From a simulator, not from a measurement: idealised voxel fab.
Title: Process Module voxel local oxidation
295 nm wide, 5 nm square cells: that's cross-section cut.
The cross-sections in this document take the form of a grid made of square cells. They are written out as bands, in order from top to bottom. Each band consists of one or more rows of cells.
Quick guide to a band line: top height, bottom height (nm) up front; then every material left to right with its width in nm. Only one material and it's marked "throughout"? Then it fills the band edge to edge. And "blank" just means empty space.
Convention: height 0 is the level below which the wafer, as received, is all one material. The lowest band does not terminate at the bottom but continues downward, represented as "0 nm and below".
The two numbers in a width such as "30->40" mark its ends across the band: the first belongs to the top row of cells, the second to the bottom row, and from each row to the next the width moves by the same amount.
Where the words "all unchanged" appear for a step, the cross-section shows no cell changed by that step; every cell remained as before.
This entry, "Cavities, sealed", enumerates those empty regions of no fewer than 8 cells that possess no open connection to the top. Each region is reported in the form width x height at distance, the distance being taken from the left edge, with all three quantities expressed in nm.
Past the settings on a step's line: simulator remark, on that step.
overlay nm: for a step with a mask, the amount by which the mask lay right of where it was planned; a negative amount means left of it.
Process steps - plan
1. RECEIVE,material Si
2. CONFORMAL_DEP,material SiO2,thk nm 5
3. CONFORMAL_DEP,material SiN,thk nm 15
4. PATTERN,tone cover,mask id ACTIVE,material resist,width nm 120,thk nm 15,overlay nm 0
5. DIRECTIONAL_ETCH,etch materials SiN,depth nm 15
6. STRIP,etch materials resist
7. SELECTIVE_ETCH,etch materials SiO2,depth nm 5
8. OXIDIZE,depth nm 10
9. STRIP,etch materials SiN
Wafer cross-section on receipt, i.e. after step 1
* 0 nm and below = Si throughout
* Cavities, sealed: none
Here's the wafer cut in cross-section after the module, started and planned just like above, except one thing was done wrong in the run
* 5 nm to 0 nm = blank=90  SiO2=110  blank=95
* 0 nm to -5 nm = SiO2=95  Si=100  SiO2=100
* -5 nm and below = Si throughout
* Cavities, sealed: none
The plan and the run diverged here: step 8 ran with different settings than intended, the actual operation and settings being OXIDIZE,depth nm 5
